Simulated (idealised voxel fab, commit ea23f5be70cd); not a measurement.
You're looking at the process module voxel wiring stack.
Cross-sectional view cut (width: 270 nm; square cell size: 5 nm).
Each cross-section below is a grid of square cells, stated as bands in top-down order, with one or more rows of cells making up each band. Band: top and bottom heights (nm) first, top before bottom; then materials from left to right, widths in nm. "edge to edge" marks a sole material filling the band edge to edge. "empty" denotes empty space. Ref level 0: as-received wafer is one material below here. Bottom band extends down with no lower bound ("0 nm and below"). Think of "30..40" as a width that walks from the first number to the second as you go down the band, top row to bottom row, taking equal-sized steps from row to row. "same as before" after a step means that no cell of the cross-section changed. So "Fully sealed cavities" is basically the list of trapped voids: any empty space of 8 cells or more that can't reach the top through an opening. They're written width x height at distance, the distance being from the left edge, and it's all nm. Past the settings on a step's line: simulator remark, on that step. Each step line may optionally specify "overlay nm", which for a step with a mask gives the rightward distance between the mask's planned place and where it lay, a negative value indicating the leftward direction.
Process steps - plan
1,op RECEIVE | material Si
2,op CONFORMAL_DEP | material SiO2 | thk nm 15
3,op CONFORMAL_DEP | material SiCN | thk nm 5
4,op DIRECTIONAL_DEP | material SiO2 | thk nm 25
5,op MASKED_ETCH | tone open | mask id METAL_1 | width nm 20 | pitch nm 40 | etch materials SiO2 | depth nm 25 | overlay nm 0
6,op MASKED_ETCH | tone open | mask id METAL_1 | width nm 20 | pitch nm 40 | etch materials SiCN | depth nm 5 | overlay nm 0
7,op CONFORMAL_DEP | material TiN | thk nm 5
8,op FILL_DEP | material Cu | thk nm 5
9,op CMP | height nm 45
10,op EPI | material Ru | thk nm 5
11,op FILL_DEP | material SiCN | thk nm 5
12,op DIRECTIONAL_DEP | material lowk | thk nm 10
13,op MASKED_ETCH | tone open | mask id PLUG_1 | width nm 15 | pitch nm 40 | etch materials lowk | depth nm 10 | overlay nm 0
14,op MASKED_ETCH | tone open | mask id PLUG_1 | width nm 15 | pitch nm 40 | etch materials SiCN | depth nm 5 | overlay nm 0
15,op CONFORMAL_DEP | material TiN | thk nm 5
16,op FILL_DEP | material W | thk nm 10
17,op CMP | height nm 65
18,op DIRECTIONAL_DEP | material TiN | thk nm 5
19,op DIRECTIONAL_DEP | material W | thk nm 25
20,op MASKED_ETCH | tone cover | mask id METAL_2 | width nm 20 | pitch nm 40 | etch materials W | depth nm 25 | overlay nm 0
21,op MASKED_ETCH | tone cover | mask id METAL_2 | width nm 20 | pitch nm 40 | etch materials TiN | depth nm 5 | overlay nm 0
22,op CONFORMAL_DEP | material SiCN | thk nm 5
23,op FILL_DEP | material lowk | thk nm 10
24,op CMP | height nm 95
25,op CONFORMAL_DEP | material SiCN | thk nm 5
Incoming wafer in cross-section (state: after step 1)
- 0 nm and below: Si edge to edge
- Fully sealed cavities: none
Run as planned - first of the two wafers cross-sectioned at the end of the module
- 100 nm to 95 nm: SiCN edge to edge
- 95 nm to 70 nm: lowk (100); SiCN (5); W (20); SiCN (5); lowk (10); SiCN (5); W (20); SiCN (5); lowk (100)
- 70 nm to 65 nm: SiCN (105); TiN (20); SiCN (20); TiN (20); SiCN (105)
- 65 nm to 55 nm: lowk (105); TiN (5); W (5); TiN (5); lowk (25); TiN (5); W (5); TiN (5); lowk (110)
- 55 nm to 50 nm: SiCN (105); TiN (15); SiCN (25); TiN (15); SiCN (110)
- 50 nm to 45 nm: SiCN (100); Ru (30); SiCN (10); Ru (30); SiCN (100)
- 45 nm to 20 nm: SiO2 (105); TiN (5); Cu (10); TiN (5); SiO2 (20); TiN (5); Cu (10); TiN (5); SiO2 (105)
- 20 nm to 15 nm: SiCN (105); TiN (20); SiCN (20); TiN (20); SiCN (105)
- 15 nm to 0 nm: SiO2 edge to edge
- 0 nm and below: Si edge to edge
- Fully sealed cavities: none
Second wafer cross-section at end of module - shared start and plan with the first, one mistake in the run
- 100 nm to 95 nm: SiCN edge to edge
- 95 nm to 75 nm: W (105); SiCN (5); lowk (10); SiCN (5); W (20); SiCN (5); lowk (10); SiCN (5); W (105)
- 75 nm to 70 nm: W (105); SiCN (20); W (20); SiCN (20); W (105)
- 70 nm to 65 nm: TiN edge to edge
- 65 nm to 55 nm: lowk (105); TiN (5); W (5); TiN (5); lowk (25); TiN (5); W (5); TiN (5); lowk (110)
- 55 nm to 50 nm: SiCN (105); TiN (15); SiCN (25); TiN (15); SiCN (110)
- 50 nm to 45 nm: SiCN (100); Ru (30); SiCN (10); Ru (30); SiCN (100)
- 45 nm to 20 nm: SiO2 (105); TiN (5); Cu (10); TiN (5); SiO2 (20); TiN (5); Cu (10); TiN (5); SiO2 (105)
- 20 nm to 15 nm: SiCN (105); TiN (20); SiCN (20); TiN (20); SiCN (105)
- 15 nm to 0 nm: SiO2 edge to edge
- 0 nm and below: Si edge to edge
- Fully sealed cavities: none
Heads up, the wafer didn't run the way we planned it: step 20 was run on a setting that differed from the plan, and what really ran there is op MASKED_ETCH | tone open | mask id METAL_2 | width nm 20 | pitch nm 40 | etch materials W | depth nm 25 | overlay nm 0
Bottom line after processing is that, in cells, the second wafer is up or down on some materials versus the first: SiCN -42; TiN +46; W +190; lowk -194
